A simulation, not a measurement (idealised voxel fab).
process module | voxel ribs on slabs
cross-section cut | 280 nm wide | cells 5 nm
A cross-section is a grid of square cells, given in bands from the top down. A band is one or more rows of cells.
Each band's line starts with the height of the band's top and of its bottom, in nm. Then come its materials from left to right, each with its width in nm. One material with "throughout" fills the band from edge to edge. "air" is empty space.
Height 0 is the level under which the wafer as received is all one material. The lowest band goes on downwards, as in "0 down".
A width such as "30 to 40" changes by the same amount from each row of cells to the next, from the band's top row to its bottom row.
"no change" after a step means that no cell of the cross-section changed.
closed voids: empty space of 8 cells or more with no open way to the top, each as width x height at its distance from the left edge, in nm
after a step's settings: what the simulator itself notes on the step
overlay nm, on a step with a mask: how far to the right of its planned place the mask lay; to the left if negative
plan
1 op RECEIVE | material Si
2 op DIRECTIONAL_DEP | material SiO2 | thk nm 30
3 op DIRECTIONAL_DEP | material SiN | thk nm 20
4 op PATTERN | tone cover | mask id RIB | material resist | width nm 15 | thk nm 15 | overlay nm 0
5 op DIRECTIONAL_ETCH | etch materials SiN | depth nm 10
6 op STRIP | etch materials resist
7 op MASKED_ETCH | tone cover | mask id SLAB | width nm 45 | etch materials SiN | depth nm 10 | overlay nm 0
8 op FILL_DEP | material SiO2 | thk nm 20
9 op CMP | height nm 60
10 op DIRECTIONAL_DEP | material W | thk nm 5
11 op MASKED_ETCH | tone cover | mask id HEATER | width nm 25 | etch materials W | depth nm 5 | overlay nm 0
12 op CONFORMAL_DEP | material SiO2 | thk nm 5
as received, after step 1
  0 down: Si throughout
  closed voids: none
a wafer at the end: this start, this plan, one mistake
  70 to 65: air 120 | SiO2 35 | air 125
  65 to 60: SiO2 125 | W 25 | SiO2 130
  60 to 50: SiO2 throughout
  50 to 40: SiO2 130 | SiN 15 | SiO2 135
  40 to 30: SiO2 115 | SiN 45 | SiO2 120
  30 to 0: W throughout
  0 down: Si throughout
  closed voids: none
what went wrong: step 2 ran as: op DIRECTIONAL_DEP | material W | thk nm 30
